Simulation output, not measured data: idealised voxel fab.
A process module follows: voxel capacitor over wiring.
FYI the section here is cut, 285 nm wide, cells are 5 nm squares.
We lay out every cross-section as a grid of square cells and spell it out in bands from the top down, where one band means one or more rows of cells.
Quick guide to a band line: top height, bottom height (nm) up front; then every material left to right with its width in nm. Only one material and it's marked "edge to edge"? Then it fills the band edge to edge. And "empty" just means empty space.
Heights are reckoned from 0. Under this level, the received wafer is all of one material. The bottommost band is open-ended downward, for example "from 0 down".
Graded width ("30 to 40"): value in top row of band = first number; value in bottom row = second number; row-to-row change constant.
You'll sometimes find "no change occurred" written for a step, and that's the way of saying that nowhere in the cross-section did a cell change during that step.
Empty spaces counting at least 8 cells and having no open way to the top are listed in "Closed void register". The notation width x height at distance is used for each, the distance being from the left edge and all three values in nm.
It should be noted that, on the line of a given step, the content following the step's settings is a remark produced by the simulator itself with respect to that step.
When a step includes a mask, the "overlay nm" setting on its line states how far to the right of its planned place that mask lay, and negative values state how far to the left.
# Intended process steps
1. RECEIVE: material Si
2. CONFORMAL_DEP: material SiO2, thk nm 10
3. CONFORMAL_DEP: material SiN, thk nm 5
4. DIRECTIONAL_DEP: material SiO2, thk nm 20
5. MASKED_ETCH: tone open, mask id METAL_1, width nm 30, pitch nm 80, etch materials SiO2, depth nm 20, overlay nm 0
6. MASKED_ETCH: tone open, mask id METAL_1, width nm 30, pitch nm 80, etch materials SiN, depth nm 5, overlay nm 0
7. CONFORMAL_DEP: material TiN, thk nm 5
8. FILL_DEP: material W, thk nm 10
9. CMP: height nm 35
10. CONFORMAL_DEP: material SiCN, thk nm 5
11. DIRECTIONAL_DEP: material lowk, thk nm 20
12. PATTERN: tone open, mask id PLUG_1, material resist, width nm 15, thk nm 20, overlay nm 0
13. DIRECTIONAL_ETCH: etch materials lowk, depth nm 20
14. DIRECTIONAL_ETCH: etch materials SiCN, depth nm 5
15. STRIP: etch materials resist
16. CONFORMAL_DEP: material TiN, thk nm 5
17. FILL_DEP: material Cu, thk nm 10
18. CMP: height nm 60
19. DIRECTIONAL_DEP: material TiN, thk nm 5
20. DIRECTIONAL_DEP: material SiN, thk nm 5
21. DIRECTIONAL_DEP: material TiN, thk nm 10
22. MASKED_ETCH: tone cover, mask id UPPER_PLATE, width nm 55, etch materials TiN, depth nm 10, overlay nm 0
23. MASKED_ETCH: tone cover, mask id UPPER_PLATE, width nm 55, etch materials SiN, depth nm 5, overlay nm 0
24. DIRECTIONAL_DEP: material aC, thk nm 10
25. PATTERN: tone cover, mask id LOWER_PLATE, material resist, width nm 65, thk nm 30, overlay nm 0
26. DIRECTIONAL_ETCH: etch materials aC, depth nm 10
27. STRIP: etch materials resist
28. DIRECTIONAL_ETCH: etch materials TiN, depth nm 5
29. STRIP: etch materials aC
30. FILL_DEP: material SiO2, thk nm 15
31. CMP: height nm 90
32. MASKED_ETCH: tone open, mask id PLUG_2, width nm 15, etch materials SiO2, depth nm 10, overlay nm 0
33. CONFORMAL_DEP: material TiN, thk nm 5
34. FILL_DEP: material Ru, thk nm 5
35. CMP: height nm 90
36. CONFORMAL_DEP: material SiN, thk nm 5
# Incoming wafer, cross-sectional view, post step 1
    from 0 down | Si edge to edge
    Closed void register: none
# Here's the wafer cut in cross-section after the module, started and planned just like above, except one thing was done wrong in the run
    from 95 to 90 | SiN edge to edge
    from 90 to 85 | SiO2=110, TiN=5, Ru=5, TiN=5, SiO2=160
    from 85 to 80 | SiO2=110, TiN=15, SiO2=160
    from 80 to 70 | SiO2=100, TiN=55, SiO2=130
    from 70 to 65 | SiO2=100, SiN=55, SiO2=130
    from 65 to 60 | SiO2=95, TiN=65, SiO2=125
    from 60 to 40 | TiN edge to edge
    from 40 to 35 | SiCN edge to edge
    from 35 to 15 | SiO2=85, TiN=5, W=20, TiN=5, SiO2=50, TiN=5, W=20, TiN=5, SiO2=90
    from 15 to 10 | SiN=85, TiN=30, SiN=50, TiN=30, SiN=90
    from 10 to 0 | SiO2 edge to edge
    from 0 down | Si edge to edge
    Closed void register: none
Run error: it should be noted that step 11 was executed with settings other than those planned, the operation and settings actually applied being DIRECTIONAL_DEP: material TiN, thk nm 20
